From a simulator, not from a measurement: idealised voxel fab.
process module | voxel self aligned vias
cross-section cut | 190 nm wide | cells 5 nm
A cross-section is a grid of square cells, given in bands from the top down. A band is one or more rows of cells.
Each band's line starts with the height of the band's top and of its bottom, in nm. Then come its materials from left to right, each with its width in nm. One material with "throughout" fills the band from edge to edge. "air" is empty space.
Height 0 is the level under which the wafer as received is all one material. The lowest band goes on downwards, as in "0 down".
A width such as "30 to 40" changes by the same amount from each row of cells to the next, from the band's top row to its bottom row.
"no change" after a step means that no cell of the cross-section changed.
closed voids: empty space of 8 cells or more with no open way to the top, each as width x height at its distance from the left edge, in nm
after a step's settings: what the simulator itself notes on the step
overlay nm, on a step with a mask: how far to the right of its planned place the mask lay; to the left if negative
plan
1 op RECEIVE | material Si
2 op CONFORMAL_DEP | material SiO2 | thk nm 15
3 op CONFORMAL_DEP | material SiCN | thk nm 5
4 op DIRECTIONAL_DEP | material SiO2 | thk nm 30
5 op DIRECTIONAL_DEP | material aC | thk nm 10
6 op PATTERN | tone open | mask id LINES | material resist | width nm 25 | pitch nm 75 | thk nm 30 | overlay nm 0
7 op DIRECTIONAL_ETCH | etch materials aC | depth nm 10
8 op STRIP | etch materials resist
9 op DIRECTIONAL_ETCH | etch materials SiO2 | depth nm 30
10 op STRIP | etch materials aC
11 op CONFORMAL_DEP | material TiN | thk nm 5
12 op FILL_DEP | material W | thk nm 10
13 op CMP | height nm 50
14 op SELECTIVE_ETCH | etch materials W Ru TiN | depth nm 5
15 op FILL_DEP | material SiN | thk nm 5
16 op CMP | height nm 50
17 op DIRECTIONAL_DEP | material SiO2 | thk nm 20
18 op MASKED_ETCH | tone open | mask id VIAS | width nm 45 | pitch nm 75 | etch materials SiO2 | depth nm 20 | overlay nm 0
19 op MASKED_ETCH | tone open | mask id VIAS | width nm 45 | pitch nm 75 | etch materials SiN | depth nm 5 | overlay nm 0
20 op CONFORMAL_DEP | material TiN | thk nm 5
21 op FILL_DEP | material W | thk nm 5
22 op CMP | height nm 70
23 op CONFORMAL_DEP | material SiCN | thk nm 5
as received, after step 1
  0 down: Si throughout
  closed voids: none
a wafer at the end: this start, this plan, one mistake
  75 to 70: SiCN throughout
  70 to 55: SiO2 35 | TiN 5 | W 35 | TiN 5 | SiO2 30 | TiN 5 | W 35 | TiN 5 | SiO2 35
  55 to 50: SiO2 35 | TiN 5 | W 15 | TiN 25 | SiO2 30 | TiN 5 | W 15 | TiN 25 | SiO2 35
  50 to 45: SiO2 35 | TiN 25 | SiO2 50 | TiN 25 | SiO2 55
  45 to 25: SiO2 35 | TiN 5 | W 15 | TiN 5 | SiO2 50 | TiN 5 | W 15 | TiN 5 | SiO2 55
  25 to 20: SiO2 35 | TiN 25 | SiO2 50 | TiN 25 | SiO2 55
  20 to 15: SiCN throughout
  15 to 0: SiO2 throughout
  0 down: Si throughout
  closed voids: none
what went wrong: step 6 ran as: op PATTERN | tone open | mask id LINES | material resist | width nm 25 | pitch nm 75 | thk nm 30 | overlay nm -10
